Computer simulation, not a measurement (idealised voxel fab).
The following process module bears the name voxel spacer lines.
This is section cut - it's 165 nm across, gridded in 5 nm square cells.
Cross-section layout: square cells on a grid; listed as bands, top to bottom; a band spans one or more cell rows.
Read a band's entry like this: the first values are the height of its top and the height of its bottom in nm, and what follows is the sequence of materials from left to right, each with its width in nm. Note that "empty" is empty space, and that a single material marked "all across" reaches across the band from edge to edge.
Heights are expressed relative to 0, this being the level below which the as-received wafer comprises one material exclusively. The lowest band is unbounded in the downward direction and is denoted as in "0..down".
Width: "30 to 40" (first number = top row, second number = bottom row, same change from row to row of cells).
Any step labelled "nothing different" changed none of the cells in the cross-section.
In "Closed void listing" the enclosed voids are listed, meaning empty spaces of 8 cells or larger without any opening to the top. The form is width x height at distance, distance from the left edge, units nm.
Past the settings on a step's line: simulator remark, on that step.
overlay nm: where the mask lay relative to plan, measured to the right, on steps with a mask; negatives go left.
-- List of planned process steps
1 op RECEIVE | material Si
2 op CONFORMAL_DEP | material Al2O3 | thk nm 5
3 op DIRECTIONAL_DEP | material polySi | thk nm 10
4 op DIRECTIONAL_DEP | material aC | thk nm 25
5 op PATTERN | tone cover | mask id MANDREL | material resist | width nm 20 | pitch nm 70 | thk nm 35 | overlay nm 0
6 op DIRECTIONAL_ETCH | etch materials aC | depth nm 25
7 op STRIP | etch materials resist
8 op CONFORMAL_DEP | material SiO2 | thk nm 15
9 op DIRECTIONAL_ETCH | etch materials SiO2 | depth nm 15
10 op STRIP | etch materials aC
11 op DIRECTIONAL_ETCH | etch materials polySi | depth nm 20
12 op STRIP | etch materials SiO2
Variable across wafers: step 3 thk nm (plan value is that of the first wafer; starting state common to all).
-- As-received cross-section, first of several wafers, post step 1
> 0..down = Si all across
> Closed void listing: none
-- Last step of the module is step 12; after it, the first of several wafers in cross-section
> 15..5 = empty 20, then polySi 15, then empty 20, then polySi 15, then empty 20, then polySi 15, then empty 20, then polySi 15, then empty 25
> 5..0 = Al2O3 all across
> 0..down = Si all across
> Closed void listing: none
-- Final wafer cross-section at module end
> 40..20 = empty 20, then polySi 15, then empty 20, then polySi 15, then empty 20, then polySi 15, then empty 20, then polySi 15, then empty 25
> 20..5 = polySi all across
> 5..0 = Al2O3 all across
> 0..down = Si all across
> Closed void listing: none
-- Here is how to read the rows: every wafer has a row, and it shows the wafer at the end of the module, giving for each material how many cells were gained (+) or lost (-) since the wafer was received, then listing its closed voids
thk nm 10 | +33 Al2O3 | +24 polySi | Closed void listing: none
thk nm 15 | +33 Al2O3 | +36 polySi | Closed void listing: none
thk nm 20 | +33 Al2O3 | +48 polySi | Closed void listing: none
thk nm 25 | +33 Al2O3 | +81 polySi | Closed void listing: none
thk nm 30 | +33 Al2O3 | +114 polySi | Closed void listing: none
thk nm 35 | +33 Al2O3 | +147 polySi | Closed void listing: none
